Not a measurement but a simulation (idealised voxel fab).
Process module heading - voxel self aligned vias
Section cut is 195 nm wide and gridded with 5 nm square cells.
Heads up, the way a cross-section reads in here is a grid of square cells, handed over as bands from the top down, with every band being one or more rows of cells.
What a band's entry tells you: where the top is and where the bottom is, as heights in nm, and after that what lies inside, material by material from left to right, each with its width in nm. Empty space is written as the word "blank", and a single material marked with the word "all across" occupies the band from edge to edge.
All heights in this document are referenced to 0, defined as the level beneath which the wafer, as received, consists entirely of one material. The lowest band is not bounded below; it extends indefinitely downward and is written in the form "0..down".
Width "30 to 40": first value at the band's top row of cells, second value at its bottom row, equal change from row to row.
No cell of the cross-section changed in a step that is given as "all unchanged".
Empty spaces counting at least 8 cells and having no open way to the top are listed in "Voids, sealed". The notation width x height at distance is used for each, the distance being from the left edge and all three values in nm.
Anything after a step's settings on that line? It's the simulator's own note about the step.
overlay nm: for a step with a mask, the amount by which the mask lay right of where it was planned; a negative amount means left of it.
[These are the steps we planned for the process]
1 op RECEIVE | material Si
2 op CONFORMAL_DEP | material SiO2 | thk nm 15
3 op CONFORMAL_DEP | material SiCN | thk nm 5
4 op DIRECTIONAL_DEP | material SiO2 | thk nm 25
5 op MASKED_ETCH | tone open | mask id LINES | width nm 25 | pitch nm 65 | etch materials SiO2 | depth nm 25 | overlay nm 0
6 op CONFORMAL_DEP | material TiN | thk nm 5
7 op FILL_DEP | material Ru | thk nm 10
8 op CMP | height nm 45
9 op SELECTIVE_ETCH | etch materials W Ru TiN | depth nm 5
10 op FILL_DEP | material SiN | thk nm 5
11 op CMP | height nm 45
12 op DIRECTIONAL_DEP | material SiO2 | thk nm 15
13 op DIRECTIONAL_DEP | material aC | thk nm 10
14 op PATTERN | tone open | mask id VIAS | material resist | width nm 35 | thk nm 30 | overlay nm 0
15 op DIRECTIONAL_ETCH | etch materials aC | depth nm 10
16 op STRIP | etch materials resist
17 op DIRECTIONAL_ETCH | etch materials SiO2 | depth nm 15
18 op DIRECTIONAL_ETCH | etch materials SiN | depth nm 5
19 op STRIP | etch materials aC
20 op CONFORMAL_DEP | material TiN | thk nm 5
21 op FILL_DEP | material Ru | thk nm 10
22 op CMP | height nm 60
23 op CONFORMAL_DEP | material SiN | thk nm 5
Heads up: all these wafers start the same, and what changes between them is the thk nm in step 23. The value you see in the plan is just what the first wafer got.
[First of several wafers (as received, post step 1), cross-sectional view]
> 0..down: Si all across
> Voids, sealed: none
[Where each wafer stands at the end of the module, a row apiece: cells of each material gained (+) or lost (-) since it was received, then closed voids]
thk nm 5, +31 Ru, +39 SiCN, +44 SiN, +358 SiO2, +35 TiN, Voids, sealed: none
thk nm 10, +31 Ru, +39 SiCN, +83 SiN, +358 SiO2, +35 TiN, Voids, sealed: none
thk nm 15, +31 Ru, +39 SiCN, +122 SiN, +358 SiO2, +35 TiN, Voids, sealed: none
thk nm 20, +31 Ru, +39 SiCN, +161 SiN, +358 SiO2, +35 TiN, Voids, sealed: none
